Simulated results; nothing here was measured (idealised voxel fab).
Documented hereafter: the process module known as voxel spacer lines.
The width of the displayed cross-section, cut, is 220 nm; its cells are square, with a size of 5 nm.
How to read a cross-section here: the picture is a grid of square cells, written as bands going from the top down, and any band can span one or more rows of cells.
Per band: top height and bottom height in nm, followed by the left-to-right materials and their widths in nm; "everywhere" marks a single material spanning edge to edge, "blank" marks empty space.
Counting heights begins at 0, where everything beneath is, in the wafer as received, one material. The lowest band has no bottom; it goes on downwards, as "0 nm and below" shows.
Top row gets the first number, bottom row gets the second, and each row in between changes by the same step: that is how a band width like "30->40" works.
"identical to before" means the step left every cell of the cross-section as it was.
Each empty space that has no open way to the top and spans at least 8 cells appears under "Trapped void list" as width x height at distance, the distance counted from the left edge, all in nm.
The remark found on a step's line after its settings is issued by the simulator itself and pertains to that step.
"overlay nm" denotes, for a step that has a mask, the displacement of the mask to the right of its planned place, with negative values corresponding to the left.
Intended process steps
1. RECEIVE,material Si
2. CONFORMAL_DEP,material Al2O3,thk nm 5
3. DIRECTIONAL_DEP,material TiN,thk nm 20
4. DIRECTIONAL_DEP,material aC,thk nm 30
5. PATTERN,tone cover,mask id MANDREL,material resist,width nm 20,pitch nm 70,thk nm 40,overlay nm 0
6. DIRECTIONAL_ETCH,etch materials aC,depth nm 30
7. STRIP,etch materials resist
8. CONFORMAL_DEP,material SiN,thk nm 15
9. DIRECTIONAL_ETCH,etch materials SiN,depth nm 15
10. STRIP,etch materials aC
11. DIRECTIONAL_ETCH,etch materials TiN,depth nm 20
12. STRIP,etch materials SiN
As-received wafer cross-section (after step 1)
- 0 nm and below = Si everywhere
- Trapped void list: none
First wafer at the end, as planned
- 25 nm to 5 nm = blank 15 / TiN 15 / blank 20 / TiN 15 / blank 20 / TiN 15 / blank 20 / TiN 15 / blank 20 / TiN 15 / blank 20 / TiN 15 / blank 15
- 5 nm to 0 nm = Al2O3 everywhere
- 0 nm and below = Si everywhere
- Trapped void list: none
Second wafer at the end: like start, like plan, one mistake
- 25 nm to 5 nm = blank 30 / TiN 20 / blank 50 / TiN 20 / blank 50 / TiN 20 / blank 30
- 5 nm to 0 nm = Al2O3 everywhere
- 0 nm and below = Si everywhere
- Trapped void list: none
Plan not followed: so step 5 ended up running with a different setting than we planned, it ran as PATTERN,tone open,mask id MANDREL,material resist,width nm 20,pitch nm 70,thk nm 40,overlay nm 0
Per the end-of-run cell counts, the second wafer holds more or fewer of some materials than the first: -24 TiN
